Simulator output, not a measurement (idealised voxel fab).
The name of this process module is voxel gate over fins.
This is section cut - it's 280 nm across, gridded in 5 nm square cells.
Reading order for cross-sections: top band down to bottom band. Underlying form: a grid of square cells. Band size: one or more rows of cells. A band entry consists of two parts. The first gives the height of the band's top and the height of its bottom, in nm. The rest lists the band's materials from left to right, each with its width in nm. A single material labelled with the word "all across" fills the band from edge to edge, and the word "blank" marks empty space. Heights from 0 (as-received wafer is one material below). Bottom band endless downward, as "0 nm and below". Graded width ("30->40"): value in top row of band = first number; value in bottom row = second number; row-to-row change constant. "left unchanged" means the step left every cell of the cross-section as it was. Reported under the label "Closed void register" are the empty spaces having no open way to the top and comprising 8 cells or more; the notation for each is width x height at distance, in which the distance is measured from the left edge and all three values are in nm. The remark found on a step's line after its settings is issued by the simulator itself and pertains to that step. "overlay nm" on a masked step: distance the mask lay right of its planned place, negative for left.
[The planned process steps are enumerated hereunder]
1. RECEIVE (material Si)
2. CONFORMAL_DEP (material SiN; thk nm 10)
3. DIRECTIONAL_DEP (material aC; thk nm 10)
4. PATTERN (tone cover; mask id FINS; material resist; width nm 15; pitch nm 60; thk nm 25; overlay nm 0)
5. DIRECTIONAL_ETCH (etch materials aC; depth nm 10)
6. STRIP (etch materials resist)
7. DIRECTIONAL_ETCH (etch materials SiN; depth nm 10)
8. DIRECTIONAL_ETCH (etch materials Si; depth nm 30)
9. STRIP (etch materials aC)
10. OXIDIZE (depth nm 5)
11. FILL_DEP (material SiO2; thk nm 5)
12. CMP (height nm 10)
13. PATTERN (tone open; mask id RAIL; material resist; width nm 15; thk nm 20; overlay nm 0)
14. DIRECTIONAL_ETCH (etch materials SiO2; depth nm 35)
15. STRIP (etch materials resist)
16. CONFORMAL_DEP (material TiN; thk nm 5)
17. FILL_DEP (material W; thk nm 10)
18. CMP (height nm 10)
19. SELECTIVE_ETCH (etch materials W Ru TiN; depth nm 30)
20. FILL_DEP (material SiO2; thk nm 5)
21. CMP (height nm 10)
22. SELECTIVE_ETCH (etch materials SiO2; depth nm 25)
23. STRIP (etch materials SiN)
24. CONFORMAL_DEP (material HfO2; thk nm 5)
25. CONFORMAL_DEP (material TiN; thk nm 5)
26. FILL_DEP (material W; thk nm 15)
27. CMP (height nm 20)
28. CONFORMAL_DEP (material SiCN; thk nm 10)
[Cross-section, incoming material, after step 1]
    0 nm and below  Si all across
    Closed void register: none
[First of two wafers: cross-section at end of module, run per plan]
    30 nm to 20 nm  SiCN all across
    20 nm to 10 nm  W all across
    10 nm to 5 nm  W 65 nm; TiN 25 nm; W 35 nm; TiN 25 nm; W 35 nm; TiN 25 nm; W 70 nm
    5 nm to 0 nm  W 65 nm; TiN 5 nm; HfO2 15 nm; TiN 5 nm; W 35 nm; TiN 5 nm; HfO2 15 nm; TiN 5 nm; W 35 nm; TiN 5 nm; HfO2 15 nm; TiN 5 nm; W 70 nm
    0 nm to -5 nm  W 65 nm; TiN 5 nm; HfO2 5 nm; Si 5 nm; HfO2 5 nm; TiN 5 nm; W 35 nm; TiN 5 nm; HfO2 5 nm; Si 5 nm; HfO2 5 nm; TiN 5 nm; W 35 nm; TiN 5 nm; HfO2 5 nm; Si 5 nm; HfO2 5 nm; TiN 5 nm; W 70 nm
    -5 nm to -10 nm  TiN 70 nm; HfO2 5 nm; Si 5 nm; HfO2 5 nm; TiN 45 nm; HfO2 5 nm; Si 5 nm; HfO2 5 nm; TiN 45 nm; HfO2 5 nm; Si 5 nm; HfO2 5 nm; TiN 75 nm
    -10 nm to -15 nm  HfO2 75 nm; Si 5 nm; HfO2 55 nm; Si 5 nm; HfO2 55 nm; Si 5 nm; HfO2 80 nm
    -15 nm to -20 nm  SiO2 75 nm; Si 5 nm; SiO2 55 nm; Si 5 nm; SiO2 55 nm; Si 5 nm; SiO2 80 nm
    -20 nm to -25 nm  SiO2 75 nm; Si 5 nm; SiO2 20 nm; TiN 15 nm; SiO2 20 nm; Si 5 nm; SiO2 55 nm; Si 5 nm; SiO2 80 nm
    -25 nm to -35 nm  SiO2 75 nm; Si 5 nm; SiO2 55 nm; Si 5 nm; SiO2 55 nm; Si 5 nm; SiO2 80 nm
    -35 nm and below  Si all across
    Closed void register: none
[End-of-module cross-section of the second wafer: identical starting point and process plan to the first, with one processing mistake]
    30 nm to 20 nm  SiCN all across
    20 nm to 10 nm  W all across
    10 nm to 5 nm  W 65 nm; TiN 25 nm; W 35 nm; TiN 25 nm; W 35 nm; TiN 25 nm; W 70 nm
    5 nm to 0 nm  W 65 nm; TiN 5 nm; HfO2 15 nm; TiN 5 nm; W 35 nm; TiN 5 nm; HfO2 15 nm; TiN 5 nm; W 35 nm; TiN 5 nm; HfO2 15 nm; TiN 5 nm; W 70 nm
    0 nm to -5 nm  W 65 nm; TiN 5 nm; HfO2 5 nm; Si 5 nm; HfO2 5 nm; TiN 5 nm; W 35 nm; TiN 5 nm; HfO2 5 nm; Si 5 nm; HfO2 5 nm; TiN 5 nm; W 35 nm; TiN 5 nm; HfO2 5 nm; Si 5 nm; HfO2 5 nm; TiN 5 nm; W 70 nm
    -5 nm to -10 nm  TiN 70 nm; HfO2 5 nm; Si 5 nm; HfO2 5 nm; TiN 45 nm; HfO2 5 nm; Si 5 nm; HfO2 5 nm; TiN 45 nm; HfO2 5 nm; Si 5 nm; HfO2 5 nm; TiN 75 nm
    -10 nm to -15 nm  HfO2 75 nm; Si 5 nm; HfO2 55 nm; Si 5 nm; HfO2 55 nm; Si 5 nm; HfO2 80 nm
    -15 nm to -20 nm  SiO2 75 nm; Si 5 nm; SiO2 55 nm; Si 5 nm; SiO2 55 nm; Si 5 nm; SiO2 80 nm
    -20 nm to -25 nm  SiO2 75 nm; Si 5 nm; SiO2 10 nm; TiN 15 nm; SiO2 30 nm; Si 5 nm; SiO2 55 nm; Si 5 nm; SiO2 80 nm
    -25 nm to -35 nm  SiO2 75 nm; Si 5 nm; SiO2 55 nm; Si 5 nm; SiO2 55 nm; Si 5 nm; SiO2 80 nm
    -35 nm and below  Si all across
    Closed void register: none
Run error: so step 13 ended up running with a different setting than we planned, it ran as PATTERN (tone open; mask id RAIL; material resist; width nm 15; thk nm 20; overlay nm -10)
Final wafers compared: equal cell tally per material, rearranged layout.
